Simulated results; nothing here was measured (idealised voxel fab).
process module | voxel self aligned contacts
cross-section cut | 290 nm wide | cells 5 nm
A cross-section is a grid of square cells, given in bands from the top down. A band is one or more rows of cells.
Each band's line starts with the height of the band's top and of its bottom, in nm. Then come its materials from left to right, each with its width in nm. One material with "throughout" fills the band from edge to edge. "air" is empty space.
Height 0 is the level under which the wafer as received is all one material. The lowest band goes on downwards, as in "0 down".
A width such as "30 to 40" changes by the same amount from each row of cells to the next, from the band's top row to its bottom row.
"no change" after a step means that no cell of the cross-section changed.
closed voids: empty space of 8 cells or more with no open way to the top, each as width x height at its distance from the left edge, in nm
after a step's settings: what the simulator itself notes on the step
overlay nm, on a step with a mask: how far to the right of its planned place the mask lay; to the left if negative
plan
1 op RECEIVE | material Si
2 op CONFORMAL_DEP | material SiO2 | thk nm 5
3 op DIRECTIONAL_DEP | material polySi | thk nm 25
4 op DIRECTIONAL_DEP | material SiN | thk nm 20
5 op DIRECTIONAL_DEP | material aC | thk nm 15
6 op PATTERN | tone cover | mask id GATE | material resist | width nm 30 | pitch nm 75 | thk nm 30 | overlay nm 0
7 op DIRECTIONAL_ETCH | etch materials aC | depth nm 15
8 op STRIP | etch materials resist
9 op DIRECTIONAL_ETCH | etch materials SiN | depth nm 20
10 op DIRECTIONAL_ETCH | etch materials polySi | depth nm 25
11 op STRIP | etch materials aC
12 op CONFORMAL_DEP | material SiN | thk nm 10
13 op DIRECTIONAL_ETCH | etch materials SiN | depth nm 10
14 op FILL_DEP | material SiO2 | thk nm 10
15 op CMP | height nm 55
16 op MASKED_ETCH | tone open | mask id CONTACT | width nm 55 | pitch nm 75 | etch materials SiO2 | depth nm 55 | overlay nm -15
17 op CONFORMAL_DEP | material TiN | thk nm 5
18 op FILL_DEP | material W | thk nm 5
19 op CMP | height nm 55
20 op CONFORMAL_DEP | material SiN | thk nm 5
varied across the wafers: overlay nm of step 16. The plan shows the first wafer's value. All wafers start alike
first wafer as received, after step 1
  0 down: Si throughout
  closed voids: none
first wafer at the end, after step 20
  60 to 55: SiN throughout
  55 to 50: SiO2 65 | TiN 35 | W 15 | TiN 5 | SiO2 20 | TiN 35 | W 15 | TiN 5 | SiO2 95
  50 to 30: SiO2 45 | SiN 50 | TiN 5 | W 15 | TiN 5 | SiN 50 | TiN 5 | W 15 | TiN 5 | SiN 50 | SiO2 45
  30 to 5: SiO2 45 | SiN 10 | polySi 30 | SiN 10 | TiN 5 | W 15 | TiN 5 | SiN 10 | polySi 30 | SiN 10 | TiN 5 | W 15 | TiN 5 | SiN 10 | polySi 30 | SiN 10 | SiO2 45
  5 to 0: SiO2 95 | TiN 25 | SiO2 50 | TiN 25 | SiO2 95
  0 down: Si throughout
  closed voids: none
last wafer at the end
  60 to 55: SiN throughout
  55 to 50: SiO2 95 | TiN 5 | W 15 | TiN 35 | SiO2 20 | TiN 5 | W 15 | TiN 35 | SiO2 65
  50 to 30: SiO2 45 | SiN 50 | TiN 5 | W 15 | TiN 5 | SiN 50 | TiN 5 | W 15 | TiN 5 | SiN 50 | SiO2 45
  30 to 5: SiO2 45 | SiN 10 | polySi 30 | SiN 10 | TiN 5 | W 15 | TiN 5 | SiN 10 | polySi 30 | SiN 10 | TiN 5 | W 15 | TiN 5 | SiN 10 | polySi 30 | SiN 10 | SiO2 45
  5 to 0: SiO2 95 | TiN 25 | SiO2 50 | TiN 25 | SiO2 95
  0 down: Si throughout
  closed voids: none
each wafer at the end: cells of each material gained (+) or lost (-) since it was received, then its closed voids
overlay nm -15 | +238 SiN | +246 SiO2 | +62 TiN | +60 W | +90 polySi | closed voids: none
overlay nm -10 | +238 SiN | +246 SiO2 | +62 TiN | +60 W | +90 polySi | closed voids: none
overlay nm -5 | +238 SiN | +246 SiO2 | +62 TiN | +60 W | +90 polySi | closed voids: none
overlay nm 0 | +238 SiN | +246 SiO2 | +62 TiN | +60 W | +90 polySi | closed voids: none
overlay nm 5 | +238 SiN | +246 SiO2 | +62 TiN | +60 W | +90 polySi | closed voids: none
overlay nm 10 | +238 SiN | +246 SiO2 | +62 TiN | +60 W | +90 polySi | closed voids: none
overlay nm 15 | +238 SiN | +246 SiO2 | +62 TiN | +60 W | +90 polySi | closed voids: none
